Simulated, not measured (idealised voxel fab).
Documented hereafter: the process module known as voxel gate over fins.
Cross-sectional view cut (width: 215 nm; square cell size: 5 nm).
Cross-section = grid of square cells, listed top down in bands; band = one or more rows. It is stipulated that each band's entry specify, in nanometres, the height of the top of the band and then that of its bottom, followed by the materials of the band in left-to-right sequence, each together with its width in nanometres. A single material marked by the word "edge to edge" is understood to fill the band from edge to edge; the word "blank" is understood to denote empty space. Heights are expressed relative to 0, this being the level below which the as-received wafer comprises one material exclusively. The lowest band is unbounded in the downward direction and is denoted as in "from 0 down". It should be noted that a width expressed as "30->40" varies in equal increments from row to row of cells within the band, taking the value of the first number at the top row and that of the second number at the bottom row. For the purposes of this document, the phrase "nothing changed" attached to a step denotes that no cell within the cross-section was modified by that step. "Completely sealed voids" - sealed voids, min. 8 cells, no opening to top; format: width x height at distance (distance from left edge; nm throughout). Formally, on a step line, whatever follows the settings is a remark that the simulator itself makes on the step. The line of a step may include "overlay nm". On a step with a mask, this value is how far to the right of its planned place the mask lay. A negative value means the mask lay to the left.
### Planned step list for the process
1) RECEIVE | material Si
2) CONFORMAL_DEP | material SiN | thk nm 5
3) PATTERN | tone cover | mask id FINS | material resist | width nm 15 | pitch nm 50 | thk nm 20 | overlay nm 0
4) DIRECTIONAL_ETCH | etch materials SiN | depth nm 5
5) DIRECTIONAL_ETCH | etch materials Si | depth nm 40
6) STRIP | etch materials resist
7) FILL_DEP | material SiO2 | thk nm 5
8) CMP | height nm 5
9) PATTERN | tone open | mask id RAIL | material resist | width nm 15 | thk nm 20 | overlay nm 0
10) DIRECTIONAL_ETCH | etch materials SiO2 | depth nm 40
11) STRIP | etch materials resist
12) CONFORMAL_DEP | material TiN | thk nm 5
13) FILL_DEP | material Ru | thk nm 10
14) CMP | height nm 5
15) SELECTIVE_ETCH | etch materials W Ru TiN | depth nm 25
16) FILL_DEP | material SiO2 | thk nm 5
17) CMP | height nm 5
18) SELECTIVE_ETCH | etch materials SiO2 | depth nm 15
19) STRIP | etch materials SiN
20) CONFORMAL_DEP | material HfO2 | thk nm 5
21) CONFORMAL_DEP | material TiN | thk nm 5
22) CONFORMAL_DEP | material TiAl | thk nm 5
23) CONFORMAL_DEP | material TiN | thk nm 5
24) FILL_DEP | material W | thk nm 10
25) CMP | height nm 25
26) CONFORMAL_DEP | material SiN | thk nm 5
### Incoming wafer, cross-sectional view, post step 1
- from 0 down | Si edge to edge
- Completely sealed voids: none
### First wafer of two, sectioned at end of module; run went per plan
- from 30 to 25 | SiN edge to edge
- from 25 to 20 | W edge to edge
- from 20 to 15 | W: 5, TiN: 205, W: 5
- from 15 to 10 | W: 5, TiN: 5, TiAl: 45, TiN: 5, TiAl: 45, TiN: 5, TiAl: 45, TiN: 5, TiAl: 45, TiN: 5, W: 5
- from 10 to 5 | TiN: 10, TiAl: 5, TiN: 35, TiAl: 5, TiN: 5, TiAl: 5, TiN: 35, TiAl: 5, TiN: 5, TiAl: 5, TiN: 35, TiAl: 5, TiN: 5, TiAl: 5, TiN: 35, TiAl: 5, TiN: 10
- from 5 to 0 | TiAl: 15, TiN: 5, HfO2: 25, TiN: 5, TiAl: 15, TiN: 5, HfO2: 25, TiN: 5, TiAl: 15, TiN: 5, HfO2: 25, TiN: 5, TiAl: 15, TiN: 5, HfO2: 25, TiN: 5, TiAl: 15
- from 0 to -5 | TiN: 20, HfO2: 5, Si: 15, HfO2: 5, TiN: 25, HfO2: 5, Si: 15, HfO2: 5, TiN: 25, HfO2: 5, Si: 15, HfO2: 5, TiN: 25, HfO2: 5, Si: 15, HfO2: 5, TiN: 20
- from -5 to -10 | HfO2: 25, Si: 15, HfO2: 35, Si: 15, HfO2: 35, Si: 15, HfO2: 35, Si: 15, HfO2: 25
- from -10 to -20 | SiO2: 25, Si: 15, SiO2: 35, Si: 15, SiO2: 35, Si: 15, SiO2: 35, Si: 15, SiO2: 25
- from -20 to -30 | SiO2: 25, Si: 15, SiO2: 10, TiN: 5, Ru: 5, TiN: 5, SiO2: 10, Si: 15, SiO2: 35, Si: 15, SiO2: 35, Si: 15, SiO2: 25
- from -30 to -35 | SiO2: 25, Si: 15, SiO2: 10, TiN: 15, SiO2: 10, Si: 15, SiO2: 35, Si: 15, SiO2: 35, Si: 15, SiO2: 25
- from -35 to -40 | SiO2: 25, Si: 15, SiO2: 35, Si: 15, SiO2: 35, Si: 15, SiO2: 35, Si: 15, SiO2: 25
- from -40 down | Si edge to edge
- Completely sealed voids: none
### The second wafer, shown in cross-section after the module: started the same way as the first and given the same plan, yet one mistake crept into how it was run
- from 30 to 25 | SiN edge to edge
- from 25 to 20 | W edge to edge
- from 20 to 15 | W: 5, TiN: 205, W: 5
- from 15 to 10 | W: 5, TiN: 5, TiAl: 45, TiN: 5, TiAl: 45, TiN: 5, TiAl: 45, TiN: 5, TiAl: 45, TiN: 5, W: 5
- from 10 to 5 | TiN: 10, TiAl: 5, TiN: 35, TiAl: 5, TiN: 5, TiAl: 5, TiN: 35, TiAl: 5, TiN: 5, TiAl: 5, TiN: 35, TiAl: 5, TiN: 5, TiAl: 5, TiN: 35, TiAl: 5, TiN: 10
- from 5 to 0 | TiAl: 15, TiN: 5, HfO2: 25, TiN: 5, TiAl: 15, TiN: 5, HfO2: 25, TiN: 5, TiAl: 15, TiN: 5, HfO2: 25, TiN: 5, TiAl: 15, TiN: 5, HfO2: 25, TiN: 5, TiAl: 15
- from 0 to -5 | TiN: 20, HfO2: 5, Si: 15, HfO2: 5, TiN: 25, HfO2: 5, Si: 15, HfO2: 5, TiN: 25, HfO2: 5, Si: 15, HfO2: 5, TiN: 25, HfO2: 5, Si: 15, HfO2: 5, TiN: 20
- from -5 to -10 | HfO2: 25, Si: 15, HfO2: 35, Si: 15, HfO2: 35, Si: 15, HfO2: 35, Si: 15, HfO2: 25
- from -10 to -20 | SiO2: 25, Si: 15, SiO2: 35, Si: 15, SiO2: 35, Si: 15, SiO2: 35, Si: 15, SiO2: 25
- from -20 to -30 | SiO2: 25, Si: 15, SiO2: 15, TiN: 5, Ru: 5, TiN: 5, SiO2: 5, Si: 15, SiO2: 35, Si: 15, SiO2: 35, Si: 15, SiO2: 25
- from -30 to -35 | SiO2: 25, Si: 15, SiO2: 15, TiN: 15, SiO2: 5, Si: 15, SiO2: 35, Si: 15, SiO2: 35, Si: 15, SiO2: 25
- from -35 to -40 | SiO2: 25, Si: 15, SiO2: 35, Si: 15, SiO2: 35, Si: 15, SiO2: 35, Si: 15, SiO2: 25
- from -40 down | Si edge to edge
- Completely sealed voids: none
What broke from the plan during processing? step 9 was run on a setting that differed from the plan, and what really ran there is PATTERN | tone open | mask id RAIL | material resist | width nm 15 | thk nm 20 | overlay nm 5
Comparing end states, the material composition by cell count is preserved from the first wafer to the second, while the locations of the cells are not.
